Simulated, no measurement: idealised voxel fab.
Process module name: voxel air gaps
It is cross-section cut that appears here, measuring 215 nm in width, its square cells being 5 nm in size.
Cross-section, as written here: a square-cell grid given band by band from the top down, where a band holds one or more rows of cells.
What a band's entry tells you: where the top is and where the bottom is, as heights in nm, and after that what lies inside, material by material from left to right, each with its width in nm. Empty space is written as the word "air", and a single material marked with the word "all across" occupies the band from edge to edge.
All heights in this document are referenced to 0, defined as the level beneath which the wafer, as received, consists entirely of one material. The lowest band is not bounded below; it extends indefinitely downward and is written in the form "0 nm and below".
So if you see something like "30 to 40" for the width, read it as the top row of the band sitting at the first number and the bottom row at the second, with every row in between moving by the same amount as the last.
Given "nothing was modified" for a step, no cell of the cross-section differs between before and after that step.
Empty spaces without an open route to the top, at least 8 cells in extent, make up the entry "Enclosed void catalog"; each is given as width x height at distance, where the distance is measured from the left edge, and all are in nm.
Anything after a step's settings on that line? It's the simulator's own note about the step.
Regarding "overlay nm": on a step with a mask, it is the distance the mask lay to the right of its planned place; a negative value places it to the left.
-- So here's the lineup of process steps we planned
1,RECEIVE [material Si]
2,CONFORMAL_DEP [material SiO2] [thk nm 10]
3,CONFORMAL_DEP [material SiN] [thk nm 5]
4,DIRECTIONAL_DEP [material SiO2] [thk nm 35]
5,DIRECTIONAL_DEP [material aC] [thk nm 10]
6,PATTERN [tone open] [mask id LINES] [material resist] [width nm 25] [pitch nm 55] [thk nm 25] [overlay nm 0]
7,DIRECTIONAL_ETCH [etch materials aC] [depth nm 10]
8,STRIP [etch materials resist]
9,DIRECTIONAL_ETCH [etch materials SiO2] [depth nm 35]
10,STRIP [etch materials aC]
11,CONFORMAL_DEP [material TiN] [thk nm 5]
12,FILL_DEP [material Cu] [thk nm 5]
13,CMP [height nm 50]
14,EPI [material Ru] [thk nm 10]
15,SELECTIVE_ETCH [etch materials SiO2] [depth nm 45]
16,CONFORMAL_DEP [material SiCN] [thk nm 5]
-- Cross-section, incoming material, after step 1
0 nm and below = Si all across
Enclosed void catalog: none
-- Wafer cross-section at module end: first of two, run to plan
65 nm to 60 nm = air 25  SiCN 165  air 25
60 nm to 50 nm = air 25  SiCN 5  Ru 45  SiCN 10  Ru 45  SiCN 10  Ru 45  SiCN 5  air 25
50 nm to 45 nm = air 25  SiCN 15  TiN 5  Cu 15  TiN 5  SiCN 30  TiN 5  Cu 15  TiN 5  SiCN 30  TiN 5  Cu 15  TiN 5  SiCN 15  air 25
45 nm to 20 nm = air 35  SiCN 5  TiN 5  Cu 15  TiN 5  SiCN 5  air 20  SiCN 5  TiN 5  Cu 15  TiN 5  SiCN 5  air 20  SiCN 5  TiN 5  Cu 15  TiN 5  SiCN 5  air 35
20 nm to 15 nm = SiCN 40  TiN 25  SiCN 30  TiN 25  SiCN 30  TiN 25  SiCN 40
15 nm to 10 nm = SiN all across
10 nm to 0 nm = SiO2 all across
0 nm and below = Si all across
Enclosed void catalog: 20 x 25 at 70; 20 x 25 at 125
-- Here's the second of our two wafers sectioned at module end. Same start as the first, same plan, but one mistake got made running it
65 nm to 60 nm = SiCN all across
60 nm to 50 nm = Ru 50  SiCN 5  Ru 50  SiCN 5  Ru 50  SiCN 5  Ru 50
50 nm to 45 nm = Cu 35  TiN 5  SiCN 25  TiN 5  Cu 20  TiN 5  SiCN 25  TiN 5  Cu 20  TiN 5  SiCN 25  TiN 5  Cu 35
45 nm to 20 nm = Cu 35  TiN 5  SiCN 5  air 15  SiCN 5  TiN 5  Cu 20  TiN 5  SiCN 5  air 15  SiCN 5  TiN 5  Cu 20  TiN 5  SiCN 5  air 15  SiCN 5  TiN 5  Cu 35
20 nm to 15 nm = TiN 40  SiCN 25  TiN 30  SiCN 25  TiN 30  SiCN 25  TiN 40
15 nm to 10 nm = SiN all across
10 nm to 0 nm = SiO2 all across
0 nm and below = Si all across
Enclosed void catalog: 15 x 25 at 45; 15 x 25 at 100; 15 x 25 at 155
What broke from the plan during processing? step 6 ran differently from the plan; actual operation with settings: PATTERN [tone cover] [mask id LINES] [material resist] [width nm 25] [pitch nm 55] [thk nm 25] [overlay nm 0]
End of process, cell counts, second wafer against first, materials with more or fewer: Cu +78, Ru +26, SiCN -12, TiN +13
First wafer closed voids (final) = 2; second wafer closed voids (final) = 3.
